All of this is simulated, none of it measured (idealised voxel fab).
Process module in this document: voxel spacer lines
The cross-section shown here is cut; it is 145 nm wide and divided into square cells measuring 5 nm on a side.
How to read a cross-section here: the picture is a grid of square cells, written as bands going from the top down, and any band can span one or more rows of cells. Each band's line starts with the height of the band's top and of its bottom, in nm. Then come its materials from left to right, each with its width in nm. One material with "full width" fills the band from edge to edge. "empty" is empty space. Zero point of the height axis is 0; under it, received wafer = one material. Lowest band: continues down indefinitely, "z 0 and below". The width entry "30..40" should be interpreted row by row: the top row of cells in the band takes the first number, the bottom row takes the second number, and the change between adjacent rows is uniform throughout. No cell of the cross-section changed in a step that is given as "everything unchanged". "Enclosed cavities": sealed empty spaces, 8 cells or more, no open way to top, listed width x height at distance, with distance from the left edge and width, height and distance in nm. On a step's line, text after the settings is the simulator commenting on that step. overlay nm: mask right of planned place by this much (step with mask). Neg. = left.

# plan
step 1: RECEIVE,material Si
step 2: CONFORMAL_DEP,material Al2O3,thk nm 5
step 3: DIRECTIONAL_DEP,material TiN,thk nm 20
step 4: DIRECTIONAL_DEP,material polySi,thk nm 30
step 5: PATTERN,tone cover,mask id MANDREL,material resist,width nm 15,pitch nm 50,thk nm 35,overlay nm 0
step 6: DIRECTIONAL_ETCH,etch materials polySi,depth nm 30
step 7: STRIP,etch materials resist
step 8: CONFORMAL_DEP,material SiO2,thk nm 10
step 9: DIRECTIONAL_ETCH,etch materials SiO2,depth nm 10
step 10: STRIP,etch materials polySi
step 11: DIRECTIONAL_ETCH,etch materials TiN,depth nm 20
step 12: STRIP,etch materials SiO2
step 13: FILL_DEP,material lowk,thk nm 5
step 14: CMP,height nm 25

# Cross-section of the incoming wafer, state after step 1
- z 0 and below | Si full width
- Enclosed cavities: none

# End-of-module cross-section. Starting structure and process plan as above; one mistake made in running it
- z 25 to 20 | Al2O3 full width
- z 20 to 0 | TiN full width
- z 0 and below | Si full width
- Enclosed cavities: none
What was the processing mistake? mixed up steps 2 and 3 - ran each in the other's place
